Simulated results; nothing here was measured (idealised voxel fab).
Process module, titled voxel capacitor over wiring
Square cells of 5 nm make up the cross-section cut, whose width is 205 nm.
A cross-section is written here as square cells arranged in a grid, and it is given in bands from the top down, each band taking up one or more rows of cells. Look at the band entry: it leads with the top's height and the bottom's height in nm. Then it lists the materials left to right, with a width in nm for each. The word "throughout" on a single material says that material fills the band edge to edge. The word "blank" is empty space. Heads up on the height convention: 0 is the point under which the incoming wafer is all one material, and the lowest band has no bottom, it just keeps going down, like "0 -> down". It should be noted that a width expressed as "30 to 40" varies in equal increments from row to row of cells within the band, taking the value of the first number at the top row and that of the second number at the bottom row. Reading "no modifications" for a step: not a cell of the cross-section changed in it. "Unvented internal voids" contains a list of empty spaces, each no smaller than 8 cells and without an open way to the top, written in the form width x height at distance with the distance from the left edge and all three in nm. Heads up: the bit after the settings on a step's line is the simulator's remark on that step. "overlay nm", when on a step's line for a step with a mask, measures how far to the right of its planned place the mask lay; a negative measure means to the left.
## Listed below are the process steps as planned
1 op RECEIVE | material Si
2 op CONFORMAL_DEP | material SiO2 | thk nm 10
3 op DIRECTIONAL_DEP | material TiN | thk nm 5
4 op DIRECTIONAL_DEP | material Ru | thk nm 20
5 op DIRECTIONAL_DEP | material aC | thk nm 10
6 op PATTERN | tone cover | mask id METAL_1 | material resist | width nm 30 | pitch nm 90 | thk nm 30 | overlay nm 0
7 op DIRECTIONAL_ETCH | etch materials aC | depth nm 10
8 op STRIP | etch materials resist
9 op DIRECTIONAL_ETCH | etch materials Ru | depth nm 20
10 op DIRECTIONAL_ETCH | etch materials TiN | depth nm 5
11 op STRIP | etch materials aC
12 op FILL_DEP | material lowk | thk nm 10
13 op CMP | height nm 35
14 op CONFORMAL_DEP | material SiCN | thk nm 5
15 op DIRECTIONAL_DEP | material lowk | thk nm 15
16 op DIRECTIONAL_DEP | material aC | thk nm 10
17 op PATTERN | tone open | mask id PLUG_1 | material resist | width nm 15 | thk nm 30 | overlay nm 0
18 op DIRECTIONAL_ETCH | etch materials aC | depth nm 10
19 op STRIP | etch materials resist
20 op DIRECTIONAL_ETCH | etch materials lowk | depth nm 15
21 op DIRECTIONAL_ETCH | etch materials SiCN | depth nm 5
22 op STRIP | etch materials aC
23 op EPI | material Ru | thk nm 10
24 op EPI | material Ru | thk nm 10
25 op DIRECTIONAL_DEP | material TiN | thk nm 10
26 op DIRECTIONAL_DEP | material HfO2 | thk nm 5
27 op DIRECTIONAL_DEP | material TiN | thk nm 5
28 op DIRECTIONAL_DEP | material aC | thk nm 10
29 op PATTERN | tone cover | mask id UPPER_PLATE | material resist | width nm 65 | thk nm 30 | overlay nm 0
30 op DIRECTIONAL_ETCH | etch materials aC | depth nm 10
31 op STRIP | etch materials resist
32 op DIRECTIONAL_ETCH | etch materials TiN | depth nm 5
33 op DIRECTIONAL_ETCH | etch materials HfO2 | depth nm 5
34 op STRIP | etch materials aC
35 op PATTERN | tone cover | mask id LOWER_PLATE | material resist | width nm 75 | thk nm 20 | overlay nm 0
36 op DIRECTIONAL_ETCH | etch materials TiN | depth nm 10
37 op STRIP | etch materials resist
38 op FILL_DEP | material SiO2 | thk nm 15
39 op CMP | height nm 85
40 op PATTERN | tone open | mask id PLUG_2 | material resist | width nm 15 | thk nm 15 | overlay nm 0
41 op DIRECTIONAL_ETCH | etch materials SiO2 | depth nm 10
42 op STRIP | etch materials resist
43 op CONFORMAL_DEP | material TiN | thk nm 5
44 op FILL_DEP | material Cu | thk nm 10
45 op CMP | height nm 85
46 op CONFORMAL_DEP | material SiCN | thk nm 5
## Cross-section of the wafer at receipt, which is the condition after step 1
  0 -> down  Si throughout
  Unvented internal voids: none
## End-of-module XS, first of two wafers, run as planned
  90 -> 85  SiCN throughout
  85 -> 80  SiO2 65 nm, TiN 5 nm, Cu 5 nm, TiN 5 nm, SiO2 125 nm
  80 -> 70  SiO2 65 to 55 nm, TiN 15 to 65 nm, SiO2 125 to 85 nm
  70 -> 65  SiO2 55 nm, HfO2 65 nm, SiO2 85 nm
  65 -> 55  SiO2 50 nm, TiN 75 nm, SiO2 80 nm
  55 -> 40  lowk 55 nm, Ru 15 nm, lowk 135 nm
  40 -> 35  SiCN 55 nm, Ru 15 nm, SiCN 135 nm
  35 -> 15  lowk 40 nm, Ru 30 nm, lowk 60 nm, Ru 30 nm, lowk 45 nm
  15 -> 10  lowk 40 nm, TiN 30 nm, lowk 60 nm, TiN 30 nm, lowk 45 nm
  10 -> 0  SiO2 throughout
  0 -> down  Si throughout
  Unvented internal voids: none
## Now the second wafer, cross-sectioned at the end of the module. Nothing different at the start, nothing different in the plan compared with the first, just one mistake when it was actually run
  90 -> 85  SiCN throughout
  85 -> 80  Cu 60 nm, TiN 5 nm, SiO2 15 nm, TiN 5 nm, Cu 120 nm
  80 -> 75  TiN 65 nm, SiO2 15 nm, TiN 125 nm
  75 -> 70  SiO2 55 nm, TiN 65 nm, SiO2 85 nm
  70 -> 65  SiO2 55 nm, HfO2 65 nm, SiO2 85 nm
  65 -> 55  SiO2 50 nm, TiN 75 nm, SiO2 80 nm
  55 -> 40  lowk 55 nm, Ru 15 nm, lowk 135 nm
  40 -> 35  SiCN 55 nm, Ru 15 nm, SiCN 135 nm
  35 -> 15  lowk 40 nm, Ru 30 nm, lowk 60 nm, Ru 30 nm, lowk 45 nm
  15 -> 10  lowk 40 nm, TiN 30 nm, lowk 60 nm, TiN 30 nm, lowk 45 nm
  10 -> 0  SiO2 throughout
  0 -> down  Si throughout
  Unvented internal voids: none
Against the plan, the run slipped here: contrary to plan, step 40 was performed as op PATTERN | tone cover | mask id PLUG_2 | material resist | width nm 15 | thk nm 15 | overlay nm 0
Final comparison by cell count, materials where the second wafer has more or fewer than the first: +35 Cu, -70 SiO2, +35 TiN
